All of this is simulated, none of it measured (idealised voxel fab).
process module | voxel air gaps
cross-section cut | 210 nm wide | cells 5 nm
A cross-section is a grid of square cells, given in bands from the top down. A band is one or more rows of cells.
Each band's line starts with the height of the band's top and of its bottom, in nm. Then come its materials from left to right, each with its width in nm. One material with "throughout" fills the band from edge to edge. "air" is empty space.
Height 0 is the level under which the wafer as received is all one material. The lowest band goes on downwards, as in "0 down".
A width such as "30 to 40" changes by the same amount from each row of cells to the next, from the band's top row to its bottom row.
"no change" after a step means that no cell of the cross-section changed.
closed voids: empty space of 8 cells or more with no open way to the top, each as width x height at its distance from the left edge, in nm
after a step's settings: what the simulator itself notes on the step
overlay nm, on a step with a mask: how far to the right of its planned place the mask lay; to the left if negative
plan
1 op RECEIVE | material Si
2 op CONFORMAL_DEP | material SiO2 | thk nm 15
3 op CONFORMAL_DEP | material SiN | thk nm 5
4 op DIRECTIONAL_DEP | material SiO2 | thk nm 40
5 op PATTERN | tone open | mask id LINES | material resist | width nm 15 | pitch nm 45 | thk nm 20 | overlay nm 0
6 op DIRECTIONAL_ETCH | etch materials SiO2 | depth nm 40
7 op STRIP | etch materials resist
8 op CONFORMAL_DEP | material TiN | thk nm 5
9 op FILL_DEP | material W | thk nm 5
10 op CMP | height nm 60
11 op EPI | material Ru | thk nm 10
12 op SELECTIVE_ETCH | etch materials SiO2 | depth nm 50
13 op CONFORMAL_DEP | material SiN | thk nm 5
first wafer, as planned
as received, after step 1
  0 down: Si throughout
  closed voids: none
after step 2
  15 to 0: SiO2 throughout
  below 0: unchanged
after step 3
  20 to 15: SiN throughout
  below 15: unchanged
after step 4
  60 to 20: SiO2 throughout
  below 20: unchanged
after step 5
  80 to 60: resist 30 | air 15 | resist 30 | air 15 | resist 30 | air 15 | resist 30 | air 15 | resist 30
  below 60: unchanged
after step 6
  80 to 60: resist 30 | air 15 | resist 30 | air 15 | resist 30 | air 15 | resist 30 | air 15 | resist 30
  60 to 20: SiO2 30 | air 15 | SiO2 30 | air 15 | SiO2 30 | air 15 | SiO2 30 | air 15 | SiO2 30
  below 20: unchanged
after step 7
  60 to 20: SiO2 30 | air 15 | SiO2 30 | air 15 | SiO2 30 | air 15 | SiO2 30 | air 15 | SiO2 30
  below 20: unchanged
after step 8
  65 to 60: TiN 35 | air 5 | TiN 40 | air 5 | TiN 40 | air 5 | TiN 40 | air 5 | TiN 35
  60 to 25: SiO2 30 | TiN 5 | air 5 | TiN 5 | SiO2 30 | TiN 5 | air 5 | TiN 5 | SiO2 30 | TiN 5 | air 5 | TiN 5 | SiO2 30 | TiN 5 | air 5 | TiN 5 | SiO2 30
  25 to 20: SiO2 30 | TiN 15 | SiO2 30 | TiN 15 | SiO2 30 | TiN 15 | SiO2 30 | TiN 15 | SiO2 30
  below 20: unchanged
after step 9
  70 to 65: W throughout
  65 to 60: TiN 35 | W 5 | TiN 40 | W 5 | TiN 40 | W 5 | TiN 40 | W 5 | TiN 35
  60 to 25: SiO2 30 | TiN 5 | W 5 | TiN 5 | SiO2 30 | TiN 5 | W 5 | TiN 5 | SiO2 30 | TiN 5 | W 5 | TiN 5 | SiO2 30 | TiN 5 | W 5 | TiN 5 | SiO2 30
  below 25: unchanged
after step 10
  60 to 25: SiO2 30 | TiN 5 | W 5 | TiN 5 | SiO2 30 | TiN 5 | W 5 | TiN 5 | SiO2 30 | TiN 5 | W 5 | TiN 5 | SiO2 30 | TiN 5 | W 5 | TiN 5 | SiO2 30
  below 25: unchanged
after step 11
  70 to 60: air 20 | Ru 35 | air 10 | Ru 35 | air 10 | Ru 35 | air 10 | Ru 35 | air 20
  below 60: unchanged
after step 12
  70 to 60: air 20 | Ru 35 | air 10 | Ru 35 | air 10 | Ru 35 | air 10 | Ru 35 | air 20
  60 to 25: air 30 | TiN 5 | W 5 | TiN 5 | air 30 | TiN 5 | W 5 | TiN 5 | air 30 | TiN 5 | W 5 | TiN 5 | air 30 | TiN 5 | W 5 | TiN 5 | air 30
  25 to 20: air 30 | TiN 15 | air 30 | TiN 15 | air 30 | TiN 15 | air 30 | TiN 15 | air 30
  below 20: unchanged
after step 13
  75 to 70: air 15 | SiN 180 | air 15
  70 to 60: air 15 | SiN 5 | Ru 35 | SiN 10 | Ru 35 | SiN 10 | Ru 35 | SiN 10 | Ru 35 | SiN 5 | air 15
  60 to 55: air 15 | SiN 15 | TiN 5 | W 5 | TiN 5 | SiN 30 | TiN 5 | W 5 | TiN 5 | SiN 30 | TiN 5 | W 5 | TiN 5 | SiN 30 | TiN 5 | W 5 | TiN 5 | SiN 15 | air 15
  55 to 25: air 25 | SiN 5 | TiN 5 | W 5 | TiN 5 | SiN 5 | air 20 | SiN 5 | TiN 5 | W 5 | TiN 5 | SiN 5 | air 20 | SiN 5 | TiN 5 | W 5 | TiN 5 | SiN 5 | air 20 | SiN 5 | TiN 5 | W 5 | TiN 5 | SiN 5 | air 25
  25 to 20: SiN 30 | TiN 15 | SiN 30 | TiN 15 | SiN 30 | TiN 15 | SiN 30 | TiN 15 | SiN 30
  below 20: unchanged
  closed voids: 20 x 30 at 50; 20 x 30 at 95; 20 x 30 at 140
second wafer: like start, like plan, one mistake. Through step 4 it matches the first wafer
when step 5 should have ended
  80 to 60: air 30 | resist 15 | air 30 | resist 15 | air 30 | resist 15 | air 30 | resist 15 | air 30
  below 60: unchanged
when step 6 should have ended
  80 to 60: air 30 | resist 15 | air 30 | resist 15 | air 30 | resist 15 | air 30 | resist 15 | air 30
  60 to 20: air 30 | SiO2 15 | air 30 | SiO2 15 | air 30 | SiO2 15 | air 30 | SiO2 15 | air 30
  below 20: unchanged
when step 7 should have ended
  60 to 20: air 30 | SiO2 15 | air 30 | SiO2 15 | air 30 | SiO2 15 | air 30 | SiO2 15 | air 30
  below 20: unchanged
when step 8 should have ended
  65 to 60: air 25 | TiN 25 | air 20 | TiN 25 | air 20 | TiN 25 | air 20 | TiN 25 | air 25
  60 to 25: air 25 | TiN 5 | SiO2 15 | TiN 5 | air 20 | TiN 5 | SiO2 15 | TiN 5 | air 20 | TiN 5 | SiO2 15 | TiN 5 | air 20 | TiN 5 | SiO2 15 | TiN 5 | air 25
  25 to 20: TiN 30 | SiO2 15 | TiN 30 | SiO2 15 | TiN 30 | SiO2 15 | TiN 30 | SiO2 15 | TiN 30
  below 20: unchanged
when step 9 should have ended
  70 to 65: W throughout
  65 to 60: W 25 | TiN 25 | W 20 | TiN 25 | W 20 | TiN 25 | W 20 | TiN 25 | W 25
  60 to 25: W 25 | TiN 5 | SiO2 15 | TiN 5 | W 20 | TiN 5 | SiO2 15 | TiN 5 | W 20 | TiN 5 | SiO2 15 | TiN 5 | W 20 | TiN 5 | SiO2 15 | TiN 5 | W 25
  below 25: unchanged
when step 10 should have ended
  60 to 25: W 25 | TiN 5 | SiO2 15 | TiN 5 | W 20 | TiN 5 | SiO2 15 | TiN 5 | W 20 | TiN 5 | SiO2 15 | TiN 5 | W 20 | TiN 5 | SiO2 15 | TiN 5 | W 25
  below 25: unchanged
when step 11 should have ended
  70 to 60: Ru throughout
  below 60: unchanged
when step 12 should have ended: no change
when step 13 should have ended
  75 to 70: SiN throughout
  below 70: unchanged
what went wrong: step 5 ran as: op PATTERN | tone cover | mask id LINES | material resist | width nm 15 | pitch nm 45 | thk nm 20 | overlay nm 0
at the end the second wafer has, in cells: 28 more of Ru | 112 fewer of SiN | 96 more of SiO2 | 18 more of TiN | 126 more of W
closed voids at the end (first wafer, second wafer): 3, 0
